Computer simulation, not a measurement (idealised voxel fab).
Herein follows the process module entitled voxel transistor to metal.
Shown is cross-section cut, with a width of 205 nm and square cells of size 5 nm.
Think of the cross-section as a grid of square cells. We describe it in bands, top to bottom, and each band covers one or more rows of those cells.
Heads up on the band format: heights come first, top then bottom, in nm. After that it's the materials left to right, each with its width in nm. A single material flagged "throughout" fills the whole band edge to edge, and "blank" means there's empty space there.
We count height from 0. Below that, the starting wafer is all one material. The lowest band never ends at the bottom but goes on down; see "z 0 and below" for how that is written.
The expression "30 to 40" gives the width at the extremes of the band, the first number at its top row of cells and the second at its bottom row, with the width changing by equal amounts from each row to the next in between.
"no alterations made" after a step means that no cell of the cross-section changed.
"Completely enclosed voids" - sealed voids, min. 8 cells, no opening to top; format: width x height at distance (distance from left edge; nm throughout).
after a step's settings: what the simulator itself notes on the step
overlay nm: where the mask lay relative to plan, measured to the right, on steps with a mask; negatives go left.
PLAN
1. RECEIVE, material Si
2. CONFORMAL_DEP, material SiO2, thk nm 5
3. CONFORMAL_DEP, material SiN, thk nm 15
4. MASKED_ETCH, tone cover, mask id ACTIVE, width nm 90, etch materials SiN, depth nm 15, overlay nm 0
5. MASKED_ETCH, tone cover, mask id ACTIVE, width nm 90, etch materials SiO2, depth nm 5, overlay nm 0
6. MASKED_ETCH, tone cover, mask id ACTIVE, width nm 90, etch materials Si, depth nm 35, overlay nm 0
7. OXIDIZE, depth nm 5
8. FILL_DEP, material SiO2, thk nm 5
9. CMP, height nm 20
10. SELECTIVE_ETCH, etch materials SiO2, depth nm 5
11. STRIP, etch materials SiN
12. SELECTIVE_ETCH, etch materials SiO2, depth nm 5
13. OXIDIZE, depth nm 5
14. DIRECTIONAL_DEP, material polySi, thk nm 20
15. DIRECTIONAL_DEP, material SiCN, thk nm 10
16. DIRECTIONAL_DEP, material aC, thk nm 10
17. PATTERN, tone cover, mask id GATE, material resist, width nm 20, thk nm 30, overlay nm 0
18. DIRECTIONAL_ETCH, etch materials aC, depth nm 10
19. STRIP, etch materials resist
20. DIRECTIONAL_ETCH, etch materials SiCN, depth nm 20
21. DIRECTIONAL_ETCH, etch materials polySi, depth nm 30
22. STRIP, etch materials aC
23. CONFORMAL_DEP, material SiN, thk nm 10
24. DIRECTIONAL_ETCH, etch materials SiN, depth nm 10
25. DIRECTIONAL_ETCH, etch materials SiO2, depth nm 5
26. DIRECTIONAL_ETCH, etch materials Si, depth nm 5
27. EPI, material pSi, thk nm 10
28. FILL_DEP, material SiO2, thk nm 5
29. CMP, height nm 30
30. DIRECTIONAL_DEP, material SiO2, thk nm 15
31. MASKED_ETCH, tone open, mask id CONTACT, width nm 15, pitch nm 65, etch materials SiO2, depth nm 45, overlay nm 0
32. CONFORMAL_DEP, material TiN, thk nm 5
33. FILL_DEP, material W, thk nm 10
34. CMP, height nm 45
35. CONFORMAL_DEP, material SiCN, thk nm 5
36. DIRECTIONAL_DEP, material lowk, thk nm 15
37. MASKED_ETCH, tone open, mask id METAL_1, width nm 15, pitch nm 65, etch materials lowk, depth nm 15, overlay nm 0
38. MASKED_ETCH, tone open, mask id METAL_1, width nm 15, pitch nm 65, etch materials SiCN, depth nm 5, overlay nm 0
39. CONFORMAL_DEP, material TiN, thk nm 5
40. FILL_DEP, material Ru, thk nm 10
41. CMP, height nm 65
42. CONFORMAL_DEP, material SiN, thk nm 5
HERE'S WHAT THE WAFER LOOKED LIKE IN CROSS-SECTION WHEN IT ARRIVED - THAT'S AFTER STEP 1
* z 0 and below: Si throughout
* Completely enclosed voids: none
STARTING WAFER: ABOVE. PLAN: ABOVE. RUN: ONE MISTAKE. CROSS-SECTION AFTER THE MODULE: BELOW
* z 70 to 65: SiN throughout
* z 65 to 50: 60 of lowk | 5 of TiN | 5 of Ru | 5 of TiN | 50 of lowk | 5 of TiN | 5 of Ru | 5 of TiN | 65 of lowk
* z 50 to 45: 60 of SiCN | 15 of TiN | 50 of SiCN | 15 of TiN | 65 of SiCN
* z 45 to 30: 60 of SiO2 | 5 of TiN | 5 of W | 5 of TiN | 50 of SiO2 | 5 of TiN | 5 of W | 5 of TiN | 65 of SiO2
* z 30 to 20: 60 of SiO2 | 5 of TiN | 5 of W | 5 of TiN | 10 of SiO2 | 10 of SiN | 15 of SiCN | 10 of SiN | 5 of SiO2 | 5 of TiN | 5 of W | 5 of TiN | 65 of SiO2
* z 20 to 10: 60 of SiO2 | 5 of TiN | 5 of W | 5 of TiN | 10 of SiO2 | 10 of SiN | 15 of polySi | 10 of SiN | 5 of SiO2 | 5 of TiN | 5 of W | 5 of TiN | 65 of SiO2
* z 10 to 5: 50 of SiO2 | 10 of SiN | 5 of TiN | 5 of W | 5 of TiN | 10 of SiO2 | 10 of SiN | 15 of polySi | 10 of SiN | 5 of SiO2 | 15 of TiN | 10 of SiN | 55 of SiO2
* z 5 to 0: 50 of SiO2 | 10 of SiN | 15 of TiN | 10 of pSi | 10 of SiN | 15 of polySi | 10 of SiN | 10 of pSi | 10 of TiN | 10 of SiN | 55 of SiO2
* z 0 to -5: 60 of SiO2 | 25 of pSi | 35 of SiO2 | 20 of pSi | 65 of SiO2
* z -5 to -10: 60 of SiO2 | 25 of pSi | 35 of Si | 20 of pSi | 65 of SiO2
* z -10 to -40: 60 of SiO2 | 80 of Si | 65 of SiO2
* z -40 and below: Si throughout
* Completely enclosed voids: none
Which mistake was made when the wafer was run? step 17 was run on a setting that differed from the plan, and what really ran there is PATTERN, tone cover, mask id GATE, material resist, width nm 15, thk nm 30, overlay nm 0
